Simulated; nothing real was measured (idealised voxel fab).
The following process module bears the name voxel air gaps.
Cross-sectional view cut (width: 155 nm; square cell size: 5 nm).
In this document a cross-section is written as a grid of square cells. It is given as a series of bands, listed from the top down, and a band is one or more rows of cells. Heads up on the band format: heights come first, top then bottom, in nm. After that it's the materials left to right, each with its width in nm. A single material flagged "throughout" fills the whole band edge to edge, and "empty" means there's empty space there. Heights from 0 (as-received wafer is one material below). Bottom band endless downward, as "0 -> down". Quick explanation for "30..40": the width changes in equal steps down the rows of cells, from the first number in the band's top row to the second number in its bottom row. A step reported as "no modification" is a step in which no cell of the cross-section changed. You'll see "Sealed-off cavities" listing empty spaces that have no way open to the top, as long as they're 8 cells or more; the notation is width x height at distance, where the distance is from the left edge, and all of it is in nm. Read whatever lies past the settings on a step's line as the simulator's own remark about the step. "overlay nm", when on a step's line for a step with a mask, measures how far to the right of its planned place the mask lay; a negative measure means to the left.
List of planned process steps
- 1: RECEIVE,material Si
- 2: CONFORMAL_DEP,material SiO2,thk nm 10
- 3: CONFORMAL_DEP,material SiCN,thk nm 5
- 4: DIRECTIONAL_DEP,material lowk,thk nm 30
- 5: DIRECTIONAL_DEP,material aC,thk nm 10
- 6: PATTERN,tone open,mask id LINES,material resist,width nm 20,pitch nm 45,thk nm 25,overlay nm 0
- 7: DIRECTIONAL_ETCH,etch materials aC,depth nm 10
- 8: STRIP,etch materials resist
- 9: DIRECTIONAL_ETCH,etch materials lowk,depth nm 30
- 10: STRIP,etch materials aC
- 11: CONFORMAL_DEP,material TiN,thk nm 5
- 12: FILL_DEP,material Cu,thk nm 5
- 13: CMP,height nm 45
- 14: EPI,material Ru,thk nm 10
- 15: SELECTIVE_ETCH,etch materials lowk,depth nm 40
- 16: CONFORMAL_DEP,material SiCN,thk nm 5
As received (post step 1): cross-section
    0 -> down = Si throughout
    Sealed-off cavities: none
Module complete, cross-section. Starting point and plan per above. One mistake made in running the module
    60 -> 55 = SiCN throughout
    55 -> 45 = Ru throughout
    45 -> 40 = Cu throughout
    40 -> 35 = TiN: 25, Cu: 10, TiN: 35, Cu: 10, TiN: 35, Cu: 10, TiN: 30
    35 -> 10 = lowk: 20, TiN: 5, Cu: 10, TiN: 5, lowk: 25, TiN: 5, Cu: 10, TiN: 5, lowk: 25, TiN: 5, Cu: 10, TiN: 5, lowk: 25
    10 -> 5 = lowk: 20, TiN: 20, lowk: 25, TiN: 20, lowk: 25, TiN: 20, lowk: 25
    5 -> 0 = SiCN throughout
    0 -> down = Si throughout
    Sealed-off cavities: none
what went wrong: step 2 of the plan was bypassed and not carried out
